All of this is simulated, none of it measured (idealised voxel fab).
Process module under the name voxel released beams
The cross-section on display is named cut; it measures 210 nm wide, and its cells are 5 nm squares.
Format of a cross-section: grid, square cells. Given as bands. Order: top down. Band: one or more rows of cells.
A band entry consists of two parts. The first gives the height of the band's top and the height of its bottom, in nm. The rest lists the band's materials from left to right, each with its width in nm. A single material labelled with the word "full width" fills the band from edge to edge, and the word "blank" marks empty space.
Counting heights begins at 0, where everything beneath is, in the wafer as received, one material. The lowest band has no bottom; it goes on downwards, as "0 and below" shows.
Graded width ("30..40"): value in top row of band = first number; value in bottom row = second number; row-to-row change constant.
It should be understood that the words "nothing changed", when stated for a given step, signify that the cross-section underwent no change in any of its cells during that step.
Enclosed voids (no open way to top), threshold 8 cells or more, entry "Trapped cavities", notation width x height at distance, distance from left edge, nm.
Past the settings on a step's line: simulator remark, on that step.
"overlay nm", when on a step's line for a step with a mask, measures how far to the right of its planned place the mask lay; a negative measure means to the left.
## These are the steps we planned for the process
| 1 | RECEIVE: material Si |
| 2 | CONFORMAL_DEP: material Al2O3, thk nm 5 |
| 3 | DIRECTIONAL_DEP: material SiO2, thk nm 20 |
| 4 | DIRECTIONAL_DEP: material aC, thk nm 10 |
| 5 | PATTERN: tone open, mask id ANCHOR, material resist, width nm 35, thk nm 25, overlay nm 0 |
| 6 | DIRECTIONAL_ETCH: etch materials aC, depth nm 10 |
| 7 | STRIP: etch materials resist |
| 8 | DIRECTIONAL_ETCH: etch materials SiO2, depth nm 20 |
| 9 | STRIP: etch materials aC |
| 10 | CONFORMAL_DEP: material W, thk nm 10 |
| 11 | MASKED_ETCH: tone cover, mask id BEAM, width nm 80, etch materials W, depth nm 10, overlay nm -15 |
| 12 | STRIP: etch materials SiO2 |
The wafers are alike at the start. At step 11, their overlay nm differs. The plan lists the first wafer's value.
## First wafer of several, as received: cross-section after step 1
* 0 and below = Si full width
* Trapped cavities: none
## Cross-section, first of several wafers, end of module, after last step 12
* 35 down to 25 = blank 45  W 30  blank 15  W 35  blank 85
* 25 down to 15 = blank 65  W 10  blank 15  W 10  blank 110
* 15 down to 5 = blank 65  W 35  blank 110
* 5 down to 0 = Al2O3 full width
* 0 and below = Si full width
* Trapped cavities: none
## Cross-section, module end, final of several wafers
* 35 down to 25 = blank 90  W 65  blank 55
* 25 down to 15 = blank 65  W 10  blank 15  W 10  blank 110
* 15 down to 5 = blank 65  W 35  blank 110
* 5 down to 0 = Al2O3 full width
* 0 and below = Si full width
* Trapped cavities: none
## Row per wafer, end-of-module: cell gain (+)/loss (-) by material since the wafer came in, then closed voids
overlay nm -15; +42 Al2O3; +48 W; Trapped cavities: none
overlay nm -10; +42 Al2O3; +48 W; Trapped cavities: none
overlay nm -5; +42 Al2O3; +48 W; Trapped cavities: none
overlay nm 0; +42 Al2O3; +48 W; Trapped cavities: none
overlay nm 5; +42 Al2O3; +48 W; Trapped cavities: none
overlay nm 10; +42 Al2O3; +48 W; Trapped cavities: none
overlay nm 15; +42 Al2O3; +48 W; Trapped cavities: none
